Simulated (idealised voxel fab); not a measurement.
Process module name: voxel gate over fins
Each square cell in cross-section cut measures 5 nm, and the section as a whole is 185 nm wide.
Notation: cross-section as square-cell grid; stated in bands, top first, going down; one or more cell rows per band. Basically the band line says how high the top is and how high the bottom is, in nm, and then what's in it from left to right, every material with its width in nm. Empty space shows up as "air", and if a single material carries "edge to edge" it runs the full band edge to edge. Height is counted from the level 0, under which the received wafer is composed throughout of one material. The lowest of the bands is not closed at the bottom but continues downward, in the notation "0 down". When a width is written as two numbers, as in "30..40", the first number is the width in the top row of cells of the band and the second is the width in its bottom row, and the width changes by the same amount from each row to the next. For the purposes of this document, the phrase "all unchanged" attached to a step denotes that no cell within the cross-section was modified by that step. Heads up: "Enclosed cavities" only lists the empty pockets with no open path to the top that are 8 cells or more, and it writes them as width x height at distance, distance from the left edge, in nm. On a step's line, text after the settings is the simulator commenting on that step. overlay nm: right-of-plan distance of the mask on a masked step; negative values mean left-of-plan.

**The planned process steps are enumerated hereunder**
| 1 | RECEIVE, material Si |
| 2 | CONFORMAL_DEP, material SiN, thk nm 10 |
| 3 | PATTERN, tone cover, mask id FINS, material resist, width nm 15, pitch nm 40, thk nm 20, overlay nm 0 |
| 4 | DIRECTIONAL_ETCH, etch materials SiN, depth nm 10 |
| 5 | DIRECTIONAL_ETCH, etch materials Si, depth nm 35 |
| 6 | STRIP, etch materials resist |
| 7 | FILL_DEP, material SiO2, thk nm 5 |
| 8 | CMP, height nm 10 |
| 9 | SELECTIVE_ETCH, etch materials SiO2, depth nm 25 |
| 10 | STRIP, etch materials SiN |
| 11 | CONFORMAL_DEP, material HfO2, thk nm 5 |
| 12 | CONFORMAL_DEP, material TiN, thk nm 5 |
| 13 | CONFORMAL_DEP, material TiAl, thk nm 5 |
| 14 | CONFORMAL_DEP, material TiN, thk nm 5 |
| 15 | FILL_DEP, material W, thk nm 15 |
| 16 | CMP, height nm 30 |
| 17 | CONFORMAL_DEP, material SiCN, thk nm 5 |

**Cross-section, incoming material, after step 1**
* 0 down: Si edge to edge
* Enclosed cavities: none

**Post-module cross-section of the first of two wafers (run per plan)**
* 35 to 30: SiCN edge to edge
* 30 to 20: W edge to edge
* 20 to 15: W=25, then TiN=135, then W=25
* 15 to 10: W=25, then TiN=5, then TiAl=125, then TiN=5, then W=25
* 10 to 5: W=25, then TiN=5, then TiAl=5, then TiN=35, then TiAl=5, then TiN=35, then TiAl=5, then TiN=35, then TiAl=5, then TiN=5, then W=25
* 5 to 0: TiN=30, then TiAl=5, then TiN=5, then HfO2=25, then TiN=5, then TiAl=5, then TiN=5, then HfO2=25, then TiN=5, then TiAl=5, then TiN=5, then HfO2=25, then TiN=5, then TiAl=5, then TiN=30
* 0 to -5: TiAl=35, then TiN=5, then HfO2=5, then Si=15, then HfO2=5, then TiN=5, then TiAl=5, then TiN=5, then HfO2=5, then Si=15, then HfO2=5, then TiN=5, then TiAl=5, then TiN=5, then HfO2=5, then Si=15, then HfO2=5, then TiN=5, then TiAl=35
* -5 to -10: TiN=40, then HfO2=5, then Si=15, then HfO2=5, then TiN=15, then HfO2=5, then Si=15, then HfO2=5, then TiN=15, then HfO2=5, then Si=15, then HfO2=5, then TiN=40
* -10 to -15: HfO2=45, then Si=15, then HfO2=25, then Si=15, then HfO2=25, then Si=15, then HfO2=45
* -15 to -35: SiO2=45, then Si=15, then SiO2=25, then Si=15, then SiO2=25, then Si=15, then SiO2=45
* -35 down: Si edge to edge
* Enclosed cavities: none

**End-of-module cross-section of the second wafer: identical starting point and process plan to the first, with one processing mistake**
* 35 to 30: SiCN edge to edge
* 30 to 15: W edge to edge
* 15 to 10: W=30, then TiN=125, then W=30
* 10 to 5: W=30, then TiN=5, then TiAl=35, then TiN=5, then TiAl=35, then TiN=5, then TiAl=35, then TiN=5, then W=30
* 5 to 0: W=30, then TiN=5, then TiAl=5, then HfO2=25, then TiAl=5, then TiN=5, then TiAl=5, then HfO2=25, then TiAl=5, then TiN=5, then TiAl=5, then HfO2=25, then TiAl=5, then TiN=5, then W=30
* 0 to -5: TiN=35, then TiAl=5, then HfO2=5, then Si=15, then HfO2=5, then TiAl=5, then TiN=5, then TiAl=5, then HfO2=5, then Si=15, then HfO2=5, then TiAl=5, then TiN=5, then TiAl=5, then HfO2=5, then Si=15, then HfO2=5, then TiAl=5, then TiN=35
* -5 to -10: TiAl=40, then HfO2=5, then Si=15, then HfO2=5, then TiAl=15, then HfO2=5, then Si=15, then HfO2=5, then TiAl=15, then HfO2=5, then Si=15, then HfO2=5, then TiAl=40
* -10 to -15: HfO2=45, then Si=15, then HfO2=25, then Si=15, then HfO2=25, then Si=15, then HfO2=45
* -15 to -35: SiO2=45, then Si=15, then SiO2=25, then Si=15, then SiO2=25, then Si=15, then SiO2=45
* -35 down: Si edge to edge
* Enclosed cavities: none
What was the processing mistake? skipped: plan step 12 (never run)
It is noted that, at the conclusion of processing, the second wafer exhibits a higher or lower cell count for certain materials relative to the first: TiAl: 6 more, TiN: 49 fewer, W: 43 more
